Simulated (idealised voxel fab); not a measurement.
The following is a process module called voxel capacitor over wiring.
Each square cell in cross-section cut measures 5 nm, and the section as a whole is 230 nm wide.
Cross-sections here: square-cell grids, written as top-down lists of bands, a band being one or more rows of cells. Band: top height; bottom height; in nm. Then, left to right: material with width in nm, for each material. "everywhere": a single material spanning edge to edge. "empty": empty space. A quick word on heights: they are counted from 0, and under that level the wafer as it came to us is one material throughout. The lowest band is different from the rest in having no bottom; it simply continues downward, written as in "z 0 and below". Width spec "30..40" -> top row of cells at first value, bottom row at second value, equal per-row change in between. Basically "left unchanged" means that step didn't change any cell in the cross-section. You'll see "Sealed void listing" listing empty spaces that have no way open to the top, as long as they're 8 cells or more; the notation is width x height at distance, where the distance is from the left edge, and all of it is in nm. That trailing text on a step's line, after the settings, is the simulator's own remark on the step. Regarding "overlay nm": on a step with a mask, it is the distance the mask lay to the right of its planned place; a negative value places it to the left. Quick note on how to read the rest: it's all pairs. You get the cross-section before a process step and the one after, but the after one only goes down as far as the lowest band that changed. The step in between, with its settings, sits under the pair. Heads up, the pairs can come from different runs of this module on the same starting wafer, so don't assume a pair picks up from the one above unless its "Geometry before processing" entry says it does.
Geometry before processing:
  z 65 to 60 | empty (70), then TiN (65), then empty (95)
  z 60 to 55 | Al2O3 everywhere
  z 55 to 50 | TiN everywhere
  z 50 to 35 | SiO2 (70), then TiN (5), then Ru (5), then TiN (5), then SiO2 (145)
  z 35 to 30 | SiCN (70), then TiN (15), then SiCN (145)
  z 30 to 15 | Al2O3 everywhere
  z 15 to 10 | SiN everywhere
  z 10 to 0 | SiO2 everywhere
  z 0 and below | Si everywhere
  Sealed void listing: none
Post-Step Appearance:
  z 65 to 60 | empty (70), then TiN (65), then empty (95)
  z 60 to 55 | empty (70), then Al2O3 (65), then empty (95)
  Below a height of 55, the structure has not been altered.
  Sealed void listing: none
Process step bridging the above cross-sections: MASKED_ETCH with tone cover, mask id UPPER_PLATE, width nm 65, etch materials Al2O3, depth nm 5, overlay nm 0
Geometry before processing: The prior state of this step coincides with the post-step cross-section of the pair just above.
Post-Step Appearance:
  z 85 to 65 | empty (65), then resist (75), then empty (90)
  z 65 to 60 | empty (65), then resist (5), then TiN (65), then resist (5), then empty (90)
  z 60 to 55 | empty (65), then resist (5), then Al2O3 (65), then resist (5), then empty (90)
  Below a height of 55, the structure has not been altered.
  Sealed void listing: none
Process step bridging the above cross-sections: PATTERN with tone cover, mask id LOWER_PLATE, material resist, width nm 75, thk nm 20, overlay nm 0
Geometry before processing: The prior state of this step coincides with the post-step cross-section of the pair just above.
Post-Step Appearance:
  z 85 to 65 | empty (65), then resist (75), then empty (90)
  z 65 to 60 | empty (65), then resist (5), then TiN (65), then resist (5), then empty (90)
  z 60 to 55 | empty (65), then resist (5), then Al2O3 (65), then resist (5), then empty (90)
  z 55 to 50 | empty (65), then TiN (75), then empty (90)
  Below a height of 50, the structure has not been altered.
  Sealed void listing: none
Process step bridging the above cross-sections: DIRECTIONAL_ETCH with etch materials TiN, depth nm 5
Geometry before processing: The prior state of this step coincides with the post-step cross-section of the pair just above.
Post-Step Appearance:
  z 65 to 60 | empty (70), then TiN (65), then empty (95)
  z 60 to 55 | empty (70), then Al2O3 (65), then empty (95)
  Below a height of 55, the structure has not been altered.
  Sealed void listing: none
Process step bridging the above cross-sections: STRIP with etch materials resist
Geometry before processing: The prior state of this step coincides with the post-step cross-section of the pair just above.
Post-Step Appearance:
  z 80 to 65 | SiO2 everywhere
  z 65 to 60 | SiO2 (70), then TiN (65), then SiO2 (95)
  z 60 to 55 | SiO2 (70), then Al2O3 (65), then SiO2 (95)
  z 55 to 50 | SiO2 (65), then TiN (75), then SiO2 (90)
  Below a height of 50, the structure has not been altered.
  Sealed void listing: none
Process step bridging the above cross-sections: FILL_DEP with material SiO2, thk nm 15
Geometry before processing: The prior state of this step coincides with the post-step cross-section of the pair just above.
Post-Step Appearance:
  z 75 to 65 | SiO2 everywhere
  Below a height of 65, the structure has not been altered.
  Sealed void listing: none
Process step bridging the above cross-sections: CMP with height nm 75
Geometry before processing: The prior state of this step coincides with the post-step cross-section of the pair just above.
Post-Step Appearance:
  z 75 to 65 | SiO2 (80), then empty (15), then SiO2 (135)
  Below a height of 65, the structure has not been altered.
  Sealed void listing: none
Process step bridging the above cross-sections: MASKED_ETCH with tone open, mask id PLUG_2, width nm 15, etch materials SiO2, depth nm 10, overlay nm 0
Geometry before processing: The prior state of this step coincides with the post-step cross-section of the pair just above.
Post-Step Appearance:
  z 80 to 75 | TiN (85), then empty (5), then TiN (140)
  z 75 to 70 | SiO2 (80), then TiN (5), then empty (5), then TiN (5), then SiO2 (135)
  z 70 to 60 | SiO2 (80..70), then TiN (15..65), then SiO2 (135..95)
  Below a height of 60, the structure has not been altered.
  Sealed void listing: none
Process step bridging the above cross-sections: CONFORMAL_DEP with material TiN, thk nm 5
Geometry before processing: The prior state of this step coincides with the post-step cross-section of the pair just above.
Post-Step Appearance:
  z 90 to 80 | Ru everywhere
  z 80 to 75 | TiN (85), then Ru (5), then TiN (140)
  z 75 to 70 | SiO2 (80), then TiN (5), then Ru (5), then TiN (5), then SiO2 (135)
  Below a height of 70, the structure has not been altered.
  Sealed void listing: none
Process step bridging the above cross-sections: FILL_DEP with material Ru, thk nm 10
Geometry before processing: The prior state of this step coincides with the post-step cross-section of the pair just above.
Post-Step Appearance:
  z 75 to 70 | SiO2 (80), then TiN (5), then Ru (5), then TiN (5), then SiO2 (135)
  Below a height of 70, the structure has not been altered.
  Sealed void listing: none
Process step bridging the above cross-sections: CMP with height nm 75
Geometry before processing: The prior state of this step coincides with the post-step cross-section of the pair just above.
Post-Step Appearance:
  z 80 to 75 | SiN everywhere
  Below a height of 75, the structure has not been altered.
  Sealed void listing: none
Process step bridging the above cross-sections: CONFORMAL_DEP with material SiN, thk nm 5
Geometry before processing:
  z 65 to 60 | empty (70), then TiN (65), then empty (95)
  z 60 to 55 | empty (70), then Al2O3 (65), then empty (95)
  z 55 to 50 | TiN everywhere
  z 50 to 35 | SiO2 (70), then TiN (5), then Ru (5), then TiN (5), then SiO2 (145)
  z 35 to 30 | SiCN (70), then TiN (15), then SiCN (145)
  z 30 to 15 | lowk (65), then TiN (5), then W (10), then TiN (5), then lowk (60), then TiN (5), then W (10), then TiN (5), then lowk (65)
  z 15 to 10 | SiN (65), then TiN (20), then SiN (60), then TiN (20), then SiN (65)
  z 10 to 0 | SiO2 everywhere
  z 0 and below | Si everywhere
  Sealed void listing: none
Post-Step Appearance:
  z 85 to 65 | resist (65), then empty (75), then resist (90)
  z 65 to 60 | resist (65), then empty (5), then TiN (65), then empty (5), then resist (90)
  z 60 to 55 | resist (65), then empty (5), then Al2O3 (65), then empty (5), then resist (90)
  Below a height of 55, the structure has not been altered.
  Sealed void listing: none
Process step bridging the above cross-sections: PATTERN with tone open, mask id LOWER_PLATE, material resist, width nm 75, thk nm 20, overlay nm 0
Geometry before processing: The prior state of this step coincides with the post-step cross-section of the pair just above.
Post-Step Appearance:
  z 85 to 60 | resist (65), then empty (75), then resist (90)
  z 60 to 55 | resist (65), then empty (5), then Al2O3 (65), then empty (5), then resist (90)
  z 55 to 50 | TiN (65), then empty (5), then TiN (65), then empty (5), then TiN (90)
  Below a height of 50, the structure has not been altered.
  Sealed void listing: none
Process step bridging the above cross-sections: DIRECTIONAL_ETCH with etch materials TiN, depth nm 5
Geometry before processing: The prior state of this step coincides with the post-step cross-section of the pair just above.
Post-Step Appearance:
  z 60 to 55 | empty (70), then Al2O3 (65), then empty (95)
  Below a height of 55, the structure has not been altered.
  Sealed void listing: none
Process step bridging the above cross-sections: STRIP with etch materials resist
Geometry before processing: The prior state of this step coincides with the post-step cross-section of the pair just above.
Post-Step Appearance:
  z 75 to 60 | SiO2 everywhere
  z 60 to 55 | SiO2 (70), then Al2O3 (65), then SiO2 (95)
  z 55 to 50 | TiN (65), then SiO2 (5), then TiN (65), then SiO2 (5), then TiN (90)
  Below a height of 50, the structure has not been altered.
  Sealed void listing: none
Process step bridging the above cross-sections: FILL_DEP with material SiO2, thk nm 15
Geometry before processing: The prior state of this step coincides with the post-step cross-section of the pair just above.
Post-Step Appearance:
  z 75 to 65 | SiO2 (80), then empty (15), then SiO2 (135)
  Below a height of 65, the structure has not been altered.
  Sealed void listing: none
Process step bridging the above cross-sections: MASKED_ETCH with tone open, mask id PLUG_2, width nm 15, etch materials SiO2, depth nm 10, overlay nm 0
Geometry before processing: The prior state of this step coincides with the post-step cross-section of the pair just above.
Post-Step Appearance:
  z 80 to 75 | TiN (85), then empty (5), then TiN (140)
  z 75 to 70 | SiO2 (80), then TiN (5), then empty (5), then TiN (5), then SiO2 (135)
  z 70 to 65 | SiO2 (80), then TiN (15), then SiO2 (135)
  Below a height of 65, the structure has not been altered.
  Sealed void listing: none
Process step bridging the above cross-sections: CONFORMAL_DEP with material TiN, thk nm 5
Geometry before processing: The prior state of this step coincides with the post-step cross-section of the pair just above.
Post-Step Appearance:
  z 90 to 80 | Ru everywhere
  z 80 to 75 | TiN (85), then Ru (5), then TiN (140)
  z 75 to 70 | SiO2 (80), then TiN (5), then Ru (5), then TiN (5), then SiO2 (135)
  Below a height of 70, the structure has not been altered.
  Sealed void listing: none
Process step bridging the above cross-sections: FILL_DEP with material Ru, thk nm 10
Geometry before processing: The prior state of this step coincides with the post-step cross-section of the pair just above.
Post-Step Appearance:
  z 75 to 70 | SiO2 (80), then TiN (5), then Ru (5), then TiN (5), then SiO2 (135)
  Below a height of 70, the structure has not been altered.
  Sealed void listing: none
Process step bridging the above cross-sections: CMP with height nm 75
Geometry before processing: The prior state of this step coincides with the post-step cross-section of the pair just above.
Post-Step Appearance:
  z 80 to 75 | SiN everywhere
  Below a height of 75, the structure has not been altered.
  Sealed void listing: none
Process step bridging the above cross-sections: CONFORMAL_DEP with material SiN, thk nm 5
